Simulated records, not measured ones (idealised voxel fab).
process module | voxel wiring stack
cross-section cut | 260 nm wide | cells 5 nm
A cross-section is a grid of square cells, given in bands from the top down. A band is one or more rows of cells.
Each band's line starts with the height of the band's top and of its bottom, in nm. Then come its materials from left to right, each with its width in nm. One material with "throughout" fills the band from edge to edge. "air" is empty space.
Height 0 is the level under which the wafer as received is all one material. The lowest band goes on downwards, as in "0 down".
A width such as "30 to 40" changes by the same amount from each row of cells to the next, from the band's top row to its bottom row.
"no change" after a step means that no cell of the cross-section changed.
closed voids: empty space of 8 cells or more with no open way to the top, each as width x height at its distance from the left edge, in nm
after a step's settings: what the simulator itself notes on the step
overlay nm, on a step with a mask: how far to the right of its planned place the mask lay; to the left if negative
plan
1 op RECEIVE | material Si
2 op CONFORMAL_DEP | material SiO2 | thk nm 15
3 op CONFORMAL_DEP | material SiN | thk nm 5
4 op DIRECTIONAL_DEP | material SiO2 | thk nm 20
5 op PATTERN | tone open | mask id METAL_1 | material resist | width nm 30 | pitch nm 60 | thk nm 20 | overlay nm 0
6 op DIRECTIONAL_ETCH | etch materials SiO2 | depth nm 20
7 op DIRECTIONAL_ETCH | etch materials SiN | depth nm 5
8 op STRIP | etch materials resist
9 op CONFORMAL_DEP | material TiN | thk nm 5
10 op FILL_DEP | material Cu | thk nm 5
11 op CMP | height nm 40
12 op CONFORMAL_DEP | material SiCN | thk nm 5
13 op DIRECTIONAL_DEP | material lowk | thk nm 30
14 op PATTERN | tone open | mask id METAL_2_HOLES | material resist | width nm 15 | pitch nm 120 | thk nm 20 | overlay nm 0
15 op DIRECTIONAL_ETCH | etch materials lowk | depth nm 30
16 op STRIP | etch materials resist
17 op DIRECTIONAL_DEP | material aC | thk nm 15
18 op PATTERN | tone open | mask id METAL_2 | material resist | width nm 30 | pitch nm 60 | thk nm 35 | overlay nm 0
19 op DIRECTIONAL_ETCH | etch materials aC | depth nm 15
20 op STRIP | etch materials resist
21 op DIRECTIONAL_ETCH | etch materials lowk | depth nm 15
22 op DIRECTIONAL_ETCH | etch materials SiCN | depth nm 5
23 op STRIP | etch materials aC
24 op CONFORMAL_DEP | material TiN | thk nm 5
25 op FILL_DEP | material Cu | thk nm 5
26 op CMP | height nm 75
27 op CONFORMAL_DEP | material SiCN | thk nm 5
28 op DIRECTIONAL_DEP | material SiO2 | thk nm 20
29 op PATTERN | tone open | mask id PLUG_2 | material resist | width nm 15 | pitch nm 60 | thk nm 15 | overlay nm 0
30 op DIRECTIONAL_ETCH | etch materials SiO2 | depth nm 20
31 op DIRECTIONAL_ETCH | etch materials SiCN | depth nm 5
32 op STRIP | etch materials resist
33 op CONFORMAL_DEP | material TiN | thk nm 5
34 op FILL_DEP | material Cu | thk nm 10
35 op CMP | height nm 100
36 op DIRECTIONAL_DEP | material TiN | thk nm 5
37 op DIRECTIONAL_DEP | material W | thk nm 25
38 op MASKED_ETCH | tone cover | mask id METAL_3 | width nm 30 | pitch nm 60 | etch materials W | depth nm 25 | overlay nm 0
39 op MASKED_ETCH | tone cover | mask id METAL_3 | width nm 30 | pitch nm 60 | etch materials TiN | depth nm 5 | overlay nm 0
40 op CONFORMAL_DEP | material SiCN | thk nm 5
41 op FILL_DEP | material SiO2 | thk nm 10
42 op CMP | height nm 130
43 op CONFORMAL_DEP | material SiCN | thk nm 5
44 op DIRECTIONAL_DEP | material lowk | thk nm 20
45 op MASKED_ETCH | tone open | mask id PLUG_3 | width nm 15 | pitch nm 120 | etch materials lowk | depth nm 20 | overlay nm 0
46 op MASKED_ETCH | tone open | mask id PLUG_3 | width nm 15 | pitch nm 120 | etch materials SiCN | depth nm 5 | overlay nm 0
47 op EPI | material Ru | thk nm 10
48 op EPI | material Ru | thk nm 10
49 op EPI | material Ru | thk nm 5
50 op CONFORMAL_DEP | material SiCN | thk nm 5
51 op DIRECTIONAL_DEP | material SiO2 | thk nm 25
52 op PATTERN | tone open | mask id METAL_4 | material resist | width nm 30 | pitch nm 60 | thk nm 20 | overlay nm 0
53 op DIRECTIONAL_ETCH | etch materials SiO2 | depth nm 25
54 op DIRECTIONAL_ETCH | etch materials SiCN | depth nm 5
55 op STRIP | etch materials resist
56 op CONFORMAL_DEP | material TiN | thk nm 5
57 op FILL_DEP | material W | thk nm 5
58 op CMP | height nm 185
59 op EPI | material Ru | thk nm 5
60 op FILL_DEP | material SiCN | thk nm 5
as received, after step 1
  0 down: Si throughout
  closed voids: none
a wafer at the end: this start, this plan, one mistake
  195 to 190: SiCN throughout
  190 to 185: SiCN 50 | Ru 40 | SiCN 20 | Ru 40 | SiCN 20 | Ru 40 | SiCN 50
  185 to 160: SiO2 55 | TiN 5 | W 20 | TiN 5 | SiO2 30 | TiN 5 | W 20 | TiN 5 | SiO2 30 | TiN 5 | W 20 | TiN 5 | SiO2 55
  160 to 155: SiCN 55 | TiN 30 | SiCN 30 | TiN 30 | SiCN 30 | TiN 30 | SiCN 55
  155 to 135: lowk 55 | Ru 15 | lowk 105 | Ru 15 | lowk 70
  135 to 130: SiCN 55 | Ru 15 | SiCN 105 | Ru 15 | SiCN 70
  130 to 105: SiO2 50 | SiCN 5 | W 30 | SiCN 5 | SiO2 20 | SiCN 5 | W 30 | SiCN 5 | SiO2 20 | SiCN 5 | W 30 | SiCN 5 | SiO2 50
  105 to 100: SiCN 55 | TiN 30 | SiCN 30 | TiN 30 | SiCN 30 | TiN 30 | SiCN 55
  100 to 80: SiO2 55 | TiN 5 | Cu 5 | TiN 5 | SiO2 45 | TiN 5 | Cu 5 | TiN 5 | SiO2 45 | TiN 5 | Cu 5 | TiN 5 | SiO2 70
  80 to 75: SiCN 55 | TiN 15 | SiCN 45 | TiN 15 | SiCN 45 | TiN 15 | SiCN 70
  75 to 65: lowk 55 | TiN 5 | Cu 20 | TiN 5 | lowk 30 | TiN 5 | Cu 20 | TiN 5 | lowk 30 | TiN 5 | Cu 20 | TiN 5 | lowk 55
  65 to 60: lowk 55 | TiN 5 | Cu 5 | TiN 20 | lowk 30 | TiN 30 | lowk 30 | TiN 5 | Cu 5 | TiN 20 | lowk 55
  60 to 45: lowk 55 | TiN 5 | Cu 5 | TiN 5 | lowk 105 | TiN 5 | Cu 5 | TiN 5 | lowk 70
  45 to 40: SiCN 55 | TiN 15 | SiCN 105 | TiN 15 | SiCN 70
  40 to 35: TiN 60 | Cu 20 | TiN 40 | Cu 20 | TiN 40 | Cu 20 | TiN 60
  35 to 15: SiO2 55 | TiN 5 | Cu 20 | TiN 5 | SiO2 30 | TiN 5 | Cu 20 | TiN 5 | SiO2 30 | TiN 5 | Cu 20 | TiN 5 | SiO2 55
  15 to 10: SiN 55 | TiN 30 | SiN 30 | TiN 30 | SiN 30 | TiN 30 | SiN 55
  10 to 0: SiO2 throughout
  0 down: Si throughout
  closed voids: none
what went wrong: step 2 ran as: op CONFORMAL_DEP | material SiO2 | thk nm 10
